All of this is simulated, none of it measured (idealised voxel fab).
Process module name: voxel quadruple lines
Square cell edge 5 nm, section width 295 nm, ID cut.
Cross-section spec: square-cell grid; bands listed top down; each band is one or more rows. Quick guide to a band line: top height, bottom height (nm) up front; then every material left to right with its width in nm. Only one material and it's marked "edge to edge"? Then it fills the band edge to edge. And "empty" just means empty space. Zero point of the height axis is 0; under it, received wafer = one material. Lowest band: continues down indefinitely, "0 down". Top row gets the first number, bottom row gets the second, and each row in between changes by the same step: that is how a band width like "30 to 40" works. Where a step carries "identical to before", the cross-section came out of it unchanged, cell for cell. Basically, "Voids, sealed" tells you about the enclosed voids: empty spaces with no open way to the top, 8 cells or bigger, each written width x height at distance, where distance is from the left edge, all in nm. Heads up: the bit after the settings on a step's line is the simulator's remark on that step. A step's line can hold "overlay nm"; with a mask on that step, the setting says how far right of the planned place the mask lay, while a negative setting says it lay to the left. In what follows, pairs of cross-sections are presented, each taken before and after one process step, with the after cross-section shown only down to the lowest band that was altered; the step, together with its settings, is stated below the pair. The pairs may stem from different runs of this module on the same starting wafer; accordingly, a pair should be taken as continuing from the one above it solely where its entry headed "Pre-step section" indicates as much.
-- Pre-step section
40 to 20: empty 100 / SiCN 10 / polySi 10 / SiCN 10 / empty 10 / SiCN 10 / polySi 10 / SiCN 10 / empty 125
20 to 5: TiN edge to edge
5 to 0: Al2O3 edge to edge
0 down: Si edge to edge
Voids, sealed: none
-- Cross-Section After Step
40 to 20: empty 100 / SiCN 10 / empty 10 / SiCN 10 / empty 10 / SiCN 10 / empty 10 / SiCN 10 / empty 125
Anything lower than 20 is untouched.
Voids, sealed: none
Transition step, before and after shown above: STRIP,etch materials polySi
Pre-step section: no separate figure, the pair right above already shows it after its step.
-- Cross-Section After Step
40 to 20: empty 100 / SiCN 10 / empty 10 / SiCN 10 / empty 10 / SiCN 10 / empty 10 / SiCN 10 / empty 125
20 to 5: empty 100 / TiN 10 / empty 10 / TiN 10 / empty 10 / TiN 10 / empty 10 / TiN 10 / empty 125
Anything lower than 5 is untouched.
Voids, sealed: none
Transition step, before and after shown above: DIRECTIONAL_ETCH,etch materials TiN,depth nm 15
Pre-step section: no separate figure, the pair right above already shows it after its step.
-- Cross-Section After Step
20 to 5: empty 100 / TiN 10 / empty 10 / TiN 10 / empty 10 / TiN 10 / empty 10 / TiN 10 / empty 125
Anything lower than 5 is untouched.
Voids, sealed: none
Transition step, before and after shown above: STRIP,etch materials SiCN
-- Pre-step section
60 to 40: empty 130 / aC 30 / empty 135
40 to 20: polySi edge to edge
20 to 5: TiN edge to edge
5 to 0: Al2O3 edge to edge
0 down: Si edge to edge
Voids, sealed: none
-- Cross-Section After Step
70 to 60: empty 120 / TiN 50 / empty 125
60 to 50: empty 120 / TiN 10 / aC 30 / TiN 10 / empty 125
50 to 40: TiN 130 / aC 30 / TiN 135
Anything lower than 40 is untouched.
Voids, sealed: none
Transition step, before and after shown above: CONFORMAL_DEP,material TiN,thk nm 10
Pre-step section: no separate figure, the pair right above already shows it after its step.
-- Cross-Section After Step
80 to 70: empty 110 / SiCN 70 / empty 115
70 to 60: empty 110 / SiCN 10 / TiN 50 / SiCN 10 / empty 115
60 to 50: SiCN 120 / TiN 10 / aC 30 / TiN 10 / SiCN 125
Anything lower than 50 is untouched.
Voids, sealed: none
Transition step, before and after shown above: CONFORMAL_DEP,material SiCN,thk nm 10
Pre-step section: no separate figure, the pair right above already shows it after its step.
-- Cross-Section After Step
70 to 60: empty 110 / SiCN 10 / TiN 50 / SiCN 10 / empty 115
60 to 50: empty 110 / SiCN 10 / TiN 10 / aC 30 / TiN 10 / SiCN 10 / empty 115
Anything lower than 50 is untouched.
Voids, sealed: none
Transition step, before and after shown above: DIRECTIONAL_ETCH,etch materials SiCN,depth nm 10
Pre-step section: no separate figure, the pair right above already shows it after its step.
-- Cross-Section After Step
70 to 60: empty 110 / SiCN 10 / empty 50 / SiCN 10 / empty 115
60 to 55: empty 110 / SiCN 10 / empty 10 / aC 30 / empty 10 / SiCN 10 / empty 115
55 to 50: empty 110 / SiCN 10 / TiN 10 / aC 30 / TiN 10 / SiCN 10 / empty 115
50 to 40: empty 110 / TiN 20 / aC 30 / TiN 20 / empty 115
Anything lower than 40 is untouched.
Voids, sealed: none
Transition step, before and after shown above: DIRECTIONAL_ETCH,etch materials TiN,depth nm 15
Pre-step section: no separate figure, the pair right above already shows it after its step.
-- Cross-Section After Step
60 to 55: empty 130 / aC 30 / empty 135
55 to 50: empty 120 / TiN 10 / aC 30 / TiN 10 / empty 125
Anything lower than 50 is untouched.
Voids, sealed: none
Transition step, before and after shown above: STRIP,etch materials SiCN
-- Pre-step section
60 to 40: aC edge to edge
40 to 20: polySi edge to edge
20 to 5: TiN edge to edge
5 to 0: Al2O3 edge to edge
0 down: Si edge to edge
Voids, sealed: none
-- Cross-Section After Step
90 to 60: resist 130 / empty 30 / resist 135
Anything lower than 60 is untouched.
Voids, sealed: none
Transition step, before and after shown above: PATTERN,tone open,mask id MANDREL,material resist,width nm 30,thk nm 30,overlay nm 0
Pre-step section: no separate figure, the pair right above already shows it after its step.
-- Cross-Section After Step
70 to 60: resist 130 / empty 30 / resist 135
60 to 40: aC 130 / empty 30 / aC 135
Anything lower than 40 is untouched.
Voids, sealed: none
Transition step, before and after shown above: DIRECTIONAL_ETCH,etch materials aC,depth nm 20
Pre-step section: no separate figure, the pair right above already shows it after its step.
-- Cross-Section After Step
60 to 40: aC 130 / empty 30 / aC 135
Anything lower than 40 is untouched.
Voids, sealed: none
Transition step, before and after shown above: STRIP,etch materials resist
Pre-step section: no separate figure, the pair right above already shows it after its step.
-- Cross-Section After Step
70 to 60: SiO2 140 / empty 10 / SiO2 145
60 to 50: aC 130 / SiO2 10 / empty 10 / SiO2 10 / aC 135
50 to 40: aC 130 / SiO2 30 / aC 135
Anything lower than 40 is untouched.
Voids, sealed: none
Transition step, before and after shown above: CONFORMAL_DEP,material SiO2,thk nm 10
Pre-step section: no separate figure, the pair right above already shows it after its step.
-- Cross-Section After Step
60 to 40: aC 130 / SiO2 10 / empty 10 / SiO2 10 / aC 135
Anything lower than 40 is untouched.
Voids, sealed: none
Transition step, before and after shown above: DIRECTIONAL_ETCH,etch materials SiO2,depth nm 10
Pre-step section: no separate figure, the pair right above already shows it after its step.
-- Cross-Section After Step
60 to 40: empty 130 / SiO2 10 / empty 10 / SiO2 10 / empty 135
Anything lower than 40 is untouched.
Voids, sealed: none
Transition step, before and after shown above: STRIP,etch materials aC
Pre-step section: no separate figure, the pair right above already shows it after its step.
-- Cross-Section After Step
60 to 40: empty 130 / SiO2 10 / empty 10 / SiO2 10 / empty 135
40 to 20: empty 130 / polySi 10 / empty 10 / polySi 10 / empty 135
Anything lower than 20 is untouched.
Voids, sealed: none
Transition step, before and after shown above: DIRECTIONAL_ETCH,etch materials polySi,depth nm 20
Pre-step section: no separate figure, the pair right above already shows it after its step.
-- Cross-Section After Step
40 to 20: empty 130 / polySi 10 / empty 10 / polySi 10 / empty 135
Anything lower than 20 is untouched.
Voids, sealed: none
Transition step, before and after shown above: STRIP,etch materials SiO2
Pre-step section: no separate figure, the pair right above already shows it after its step.
-- Cross-Section After Step
50 to 40: empty 120 / SiCN 50 / empty 125
40 to 30: empty 120 / SiCN 10 / polySi 10 / SiCN 10 / polySi 10 / SiCN 10 / empty 125
30 to 20: SiCN 130 / polySi 10 / SiCN 10 / polySi 10 / SiCN 135
Anything lower than 20 is untouched.
Voids, sealed: none
Transition step, before and after shown above: CONFORMAL_DEP,material SiCN,thk nm 10
Pre-step section: no separate figure, the pair right above already shows it after its step.
-- Cross-Section After Step
40 to 20: empty 120 / SiCN 10 / polySi 10 / SiCN 10 / polySi 10 / SiCN 10 / empty 125
Anything lower than 20 is untouched.
Voids, sealed: none
Transition step, before and after shown above: DIRECTIONAL_ETCH,etch materials SiCN,depth nm 10
Pre-step section: no separate figure, the pair right above already shows it after its step.
-- Cross-Section After Step
40 to 20: empty 120 / SiCN 10 / empty 10 / SiCN 10 / empty 10 / SiCN 10 / empty 125
Anything lower than 20 is untouched.
Voids, sealed: none
Transition step, before and after shown above: STRIP,etch materials polySi
Pre-step section: no separate figure, the pair right above already shows it after its step.
-- Cross-Section After Step
40 to 20: empty 120 / SiCN 10 / empty 10 / SiCN 10 / empty 10 / SiCN 10 / empty 125
20 to 5: empty 120 / TiN 10 / empty 10 / TiN 10 / empty 10 / TiN 10 / empty 125
Anything lower than 5 is untouched.
Voids, sealed: none
Transition step, before and after shown above: DIRECTIONAL_ETCH,etch materials TiN,depth nm 15
Pre-step section: no separate figure, the pair right above already shows it after its step.
-- Cross-Section After Step
20 to 5: empty 120 / TiN 10 / empty 10 / TiN 10 / empty 10 / TiN 10 / empty 125
Anything lower than 5 is untouched.
Voids, sealed: none
Transition step, before and after shown above: STRIP,etch materials SiCN
